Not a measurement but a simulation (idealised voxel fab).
The name of this process module is voxel self aligned contacts.
The width of the displayed cross-section, cut, is 290 nm; its cells are square, with a size of 5 nm.
A cross-section is a grid of square cells, given in bands from the top down. A band is one or more rows of cells.
First you get the band's top height and its bottom height, in nm, and then the materials it's made of, left to right, with each width in nm. If you see a single material with "edge to edge", that one covers the band edge to edge. "air" is empty space.
Where do heights start? At 0: under that level the wafer as delivered is made of one material only. And the lowest band has no floor; it just carries on downward, as in "top 0, no bottom".
The expression "30 to 40" gives the width at the extremes of the band, the first number at its top row of cells and the second at its bottom row, with the width changing by equal amounts from each row to the next in between.
When a step is marked "remained unchanged", none of the cells in the cross-section changed during that step.
In the "Closed void inventory" entry, you get each enclosed empty space of 8 cells or more, one with no open way to the top, written width x height at distance, distance from the left edge, in nm.
What comes after the settings on a step's line is commentary from the simulator itself on that step.
overlay nm, on a step with a mask: how far to the right of its planned place the mask lay; to the left if negative

Intended process steps
1. RECEIVE, material Si
2. CONFORMAL_DEP, material SiO2, thk nm 5
3. DIRECTIONAL_DEP, material polySi, thk nm 25
4. DIRECTIONAL_DEP, material SiN, thk nm 15
5. PATTERN, tone cover, mask id GATE, material resist, width nm 35, pitch nm 60, thk nm 15, overlay nm 0
6. DIRECTIONAL_ETCH, etch materials SiN, depth nm 15
7. DIRECTIONAL_ETCH, etch materials polySi, depth nm 25
8. STRIP, etch materials resist
9. CONFORMAL_DEP, material SiN, thk nm 5
10. DIRECTIONAL_ETCH, etch materials SiN, depth nm 5
11. FILL_DEP, material SiO2, thk nm 20
12. CMP, height nm 55
13. DIRECTIONAL_DEP, material aC, thk nm 15
14. PATTERN, tone open, mask id CONTACT, material resist, width nm 35, thk nm 35, overlay nm 0
15. DIRECTIONAL_ETCH, etch materials aC, depth nm 15
16. STRIP, etch materials resist
17. DIRECTIONAL_ETCH, etch materials SiO2, depth nm 55
18. STRIP, etch materials aC
19. CONFORMAL_DEP, material TiN, thk nm 5
20. FILL_DEP, material Ru, thk nm 10
21. CMP, height nm 55
22. CONFORMAL_DEP, material SiCN, thk nm 5

The first of a set of two wafers, run to plan

Cross-sectional view of the wafer in its as-received condition, corresponding to the state after step 1
* top 0, no bottom  Si edge to edge
* Closed void inventory: none

Upon completion of step 2, the wafer appears in cross-section as shown
* top 5, bottom 0  SiO2 edge to edge
* Beneath the level 0, the cross-section is identical to its previous state.

Upon completion of step 3, the wafer appears in cross-section as shown
* top 30, bottom 5  polySi edge to edge
* Beneath the level 5, the cross-section is identical to its previous state.

Upon completion of step 4, the wafer appears in cross-section as shown
* top 45, bottom 30  SiN edge to edge
* Beneath the level 30, the cross-section is identical to its previous state.

Upon completion of step 5, the wafer appears in cross-section as shown
* top 60, bottom 45  air: 95 | resist: 35 | air: 25 | resist: 35 | air: 100
* Beneath the level 45, the cross-section is identical to its previous state.

Upon completion of step 6, the wafer appears in cross-section as shown
* top 60, bottom 45  air: 95 | resist: 35 | air: 25 | resist: 35 | air: 100
* top 45, bottom 30  air: 95 | SiN: 35 | air: 25 | SiN: 35 | air: 100
* Beneath the level 30, the cross-section is identical to its previous state.

Upon completion of step 7, the wafer appears in cross-section as shown
* top 60, bottom 45  air: 95 | resist: 35 | air: 25 | resist: 35 | air: 100
* top 45, bottom 30  air: 95 | SiN: 35 | air: 25 | SiN: 35 | air: 100
* top 30, bottom 5  air: 95 | polySi: 35 | air: 25 | polySi: 35 | air: 100
* Beneath the level 5, the cross-section is identical to its previous state.

Upon completion of step 8, the wafer appears in cross-section as shown
* top 45, bottom 30  air: 95 | SiN: 35 | air: 25 | SiN: 35 | air: 100
* Beneath the level 30, the cross-section is identical to its previous state.

Upon completion of step 9, the wafer appears in cross-section as shown
* top 50, bottom 30  air: 90 | SiN: 45 | air: 15 | SiN: 45 | air: 95
* top 30, bottom 10  air: 90 | SiN: 5 | polySi: 35 | SiN: 5 | air: 15 | SiN: 5 | polySi: 35 | SiN: 5 | air: 95
* top 10, bottom 5  SiN: 95 | polySi: 35 | SiN: 25 | polySi: 35 | SiN: 100
* Beneath the level 5, the cross-section is identical to its previous state.

Upon completion of step 10, the wafer appears in cross-section as shown
* top 45, bottom 30  air: 90 | SiN: 45 | air: 15 | SiN: 45 | air: 95
* top 30, bottom 5  air: 90 | SiN: 5 | polySi: 35 | SiN: 5 | air: 15 | SiN: 5 | polySi: 35 | SiN: 5 | air: 95
* Beneath the level 5, the cross-section is identical to its previous state.

Upon completion of step 11, the wafer appears in cross-section as shown
* top 65, bottom 45  SiO2 edge to edge
* top 45, bottom 30  SiO2: 90 | SiN: 45 | SiO2: 15 | SiN: 45 | SiO2: 95
* top 30, bottom 5  SiO2: 90 | SiN: 5 | polySi: 35 | SiN: 5 | SiO2: 15 | SiN: 5 | polySi: 35 | SiN: 5 | SiO2: 95
* Beneath the level 5, the cross-section is identical to its previous state.

Upon completion of step 12, the wafer appears in cross-section as shown
* top 55, bottom 45  SiO2 edge to edge
* Beneath the level 45, the cross-section is identical to its previous state.

Upon completion of step 13, the wafer appears in cross-section as shown
* top 70, bottom 55  aC edge to edge
* Beneath the level 55, the cross-section is identical to its previous state.

Upon completion of step 14, the wafer appears in cross-section as shown
* top 105, bottom 70  resist: 125 | air: 35 | resist: 130
* Beneath the level 70, the cross-section is identical to its previous state.

Upon completion of step 15, the wafer appears in cross-section as shown
* top 90, bottom 70  resist: 125 | air: 35 | resist: 130
* top 70, bottom 55  aC: 125 | air: 35 | aC: 130
* Beneath the level 55, the cross-section is identical to its previous state.

Upon completion of step 16, the wafer appears in cross-section as shown
* top 70, bottom 55  aC: 125 | air: 35 | aC: 130
* Beneath the level 55, the cross-section is identical to its previous state.

Upon completion of step 17, the wafer appears in cross-section as shown
* top 70, bottom 55  aC: 125 | air: 35 | aC: 130
* top 55, bottom 45  SiO2: 125 | air: 35 | SiO2: 130
* top 45, bottom 30  SiO2: 90 | SiN: 45 | air: 15 | SiN: 45 | SiO2: 95
* top 30, bottom 5  SiO2: 90 | SiN: 5 | polySi: 35 | SiN: 5 | air: 15 | SiN: 5 | polySi: 35 | SiN: 5 | SiO2: 95
* top 5, bottom 0  SiO2: 135 | air: 15 | SiO2: 140
* Beneath the level 0, the cross-section is identical to its previous state.

Upon completion of step 18, the wafer appears in cross-section as shown
* top 55, bottom 45  SiO2: 125 | air: 35 | SiO2: 130
* Beneath the level 45, the cross-section is identical to its previous state.

Upon completion of step 19, the wafer appears in cross-section as shown
* top 60, bottom 55  TiN: 130 | air: 25 | TiN: 135
* top 55, bottom 45  SiO2: 125 | TiN: 5 to 15 | air: 25 to 5 | TiN: 5 to 15 | SiO2: 130
* top 45, bottom 30  SiO2: 90 | SiN: 45 | TiN: 5 | air: 5 | TiN: 5 | SiN: 45 | SiO2: 95
* top 30, bottom 5  SiO2: 90 | SiN: 5 | polySi: 35 | SiN: 5 | TiN: 5 | air: 5 | TiN: 5 | SiN: 5 | polySi: 35 | SiN: 5 | SiO2: 95
* top 5, bottom 0  SiO2: 135 | TiN: 15 | SiO2: 140
* Beneath the level 0, the cross-section is identical to its previous state.

Upon completion of step 20, the wafer appears in cross-section as shown
* top 70, bottom 60  Ru edge to edge
* top 60, bottom 55  TiN: 130 | Ru: 25 | TiN: 135
* top 55, bottom 45  SiO2: 125 | TiN: 5 to 15 | Ru: 25 to 5 | TiN: 5 to 15 | SiO2: 130
* top 45, bottom 30  SiO2: 90 | SiN: 45 | TiN: 5 | Ru: 5 | TiN: 5 | SiN: 45 | SiO2: 95
* top 30, bottom 5  SiO2: 90 | SiN: 5 | polySi: 35 | SiN: 5 | TiN: 5 | Ru: 5 | TiN: 5 | SiN: 5 | polySi: 35 | SiN: 5 | SiO2: 95
* Beneath the level 5, the cross-section is identical to its previous state.

Upon completion of step 21, the wafer appears in cross-section as shown
* top 55, bottom 45  SiO2: 125 | TiN: 5 to 15 | Ru: 25 to 5 | TiN: 5 to 15 | SiO2: 130
* Beneath the level 45, the cross-section is identical to its previous state.

Upon completion of step 22, the wafer appears in cross-section as shown
* top 60, bottom 55  SiCN edge to edge
* Beneath the level 55, the cross-section is identical to its previous state.

The second wafer was prepared from the same starting point and under the same plan as the first; its processing contained one mistake, and it remains indistinguishable from the first wafer up to and including step 8

Cross-section of the second wafer at the time by which step 9 should have been completed according to the plan: remained unchanged

Cross-section of the second wafer at the time by which step 10 should have been completed according to the plan
* top 40, bottom 30  air: 95 | SiN: 35 | air: 25 | SiN: 35 | air: 100
* Beneath the level 30, the cross-section is identical to its previous state.

Cross-section of the second wafer at the time by which step 11 should have been completed according to the plan
* top 60, bottom 40  SiO2 edge to edge
* top 40, bottom 30  SiO2: 95 | SiN: 35 | SiO2: 25 | SiN: 35 | SiO2: 100
* top 30, bottom 5  SiO2: 95 | polySi: 35 | SiO2: 25 | polySi: 35 | SiO2: 100
* Beneath the level 5, the cross-section is identical to its previous state.

Cross-section of the second wafer at the time by which step 12 should have been completed according to the plan
* top 55, bottom 40  SiO2 edge to edge
* Beneath the level 40, the cross-section is identical to its previous state.

Cross-section of the second wafer at the time by which step 13 should have been completed according to the plan
* top 70, bottom 55  aC edge to edge
* Beneath the level 55, the cross-section is identical to its previous state.

Cross-section of the second wafer at the time by which step 14 should have been completed according to the plan
* top 105, bottom 70  resist: 125 | air: 35 | resist: 130
* Beneath the level 70, the cross-section is identical to its previous state.

Cross-section of the second wafer at the time by which step 15 should have been completed according to the plan
* top 90, bottom 70  resist: 125 | air: 35 | resist: 130
* top 70, bottom 55  aC: 125 | air: 35 | aC: 130
* Beneath the level 55, the cross-section is identical to its previous state.

Cross-section of the second wafer at the time by which step 16 should have been completed according to the plan
* top 70, bottom 55  aC: 125 | air: 35 | aC: 130
* Beneath the level 55, the cross-section is identical to its previous state.

Cross-section of the second wafer at the time by which step 17 should have been completed according to the plan
* top 70, bottom 55  aC: 125 | air: 35 | aC: 130
* top 55, bottom 40  SiO2: 125 | air: 35 | SiO2: 130
* top 40, bottom 30  SiO2: 95 | SiN: 35 | air: 25 | SiN: 35 | SiO2: 100
* top 30, bottom 5  SiO2: 95 | polySi: 35 | air: 25 | polySi: 35 | SiO2: 100
* top 5, bottom 0  SiO2: 130 | air: 25 | SiO2: 135
* Beneath the level 0, the cross-section is identical to its previous state.

Cross-section of the second wafer at the time by which step 18 should have been completed according to the plan
* top 55, bottom 40  SiO2: 125 | air: 35 | SiO2: 130
* Beneath the level 40, the cross-section is identical to its previous state.

Cross-section of the second wafer at the time by which step 19 should have been completed according to the plan
* top 60, bottom 55  TiN: 130 | air: 25 | TiN: 135
* top 55, bottom 45  SiO2: 125 | TiN: 5 | air: 25 | TiN: 5 | SiO2: 130
* top 45, bottom 40  SiO2: 125 | TiN: 10 | air: 15 | TiN: 10 | SiO2: 130
* top 40, bottom 30  SiO2: 95 | SiN: 35 | TiN: 5 | air: 15 | TiN: 5 | SiN: 35 | SiO2: 100
* top 30, bottom 5  SiO2: 95 | polySi: 35 | TiN: 5 | air: 15 | TiN: 5 | polySi: 35 | SiO2: 100
* top 5, bottom 0  SiO2: 130 | TiN: 25 | SiO2: 135
* Beneath the level 0, the cross-section is identical to its previous state.

Cross-section of the second wafer at the time by which step 20 should have been completed according to the plan
* top 70, bottom 60  Ru edge to edge
* top 60, bottom 55  TiN: 130 | Ru: 25 | TiN: 135
* top 55, bottom 45  SiO2: 125 | TiN: 5 | Ru: 25 | TiN: 5 | SiO2: 130
* top 45, bottom 40  SiO2: 125 | TiN: 10 | Ru: 15 | TiN: 10 | SiO2: 130
* top 40, bottom 30  SiO2: 95 | SiN: 35 | TiN: 5 | Ru: 15 | TiN: 5 | SiN: 35 | SiO2: 100
* top 30, bottom 5  SiO2: 95 | polySi: 35 | TiN: 5 | Ru: 15 | TiN: 5 | polySi: 35 | SiO2: 100
* Beneath the level 5, the cross-section is identical to its previous state.

Cross-section of the second wafer at the time by which step 21 should have been completed according to the plan
* top 55, bottom 45  SiO2: 125 | TiN: 5 | Ru: 25 | TiN: 5 | SiO2: 130
* Beneath the level 45, the cross-section is identical to its previous state.

Cross-section of the second wafer at the time by which step 22 should have been completed according to the plan
* top 60, bottom 55  SiCN edge to edge
* Beneath the level 55, the cross-section is identical to its previous state.
What went wrong in running the wafer? step 9 of the plan was bypassed and not carried out
Final cells, second wafer relative to first, materials higher or lower: Ru: 20 more; SiN: 46 fewer; SiO2: 26 more
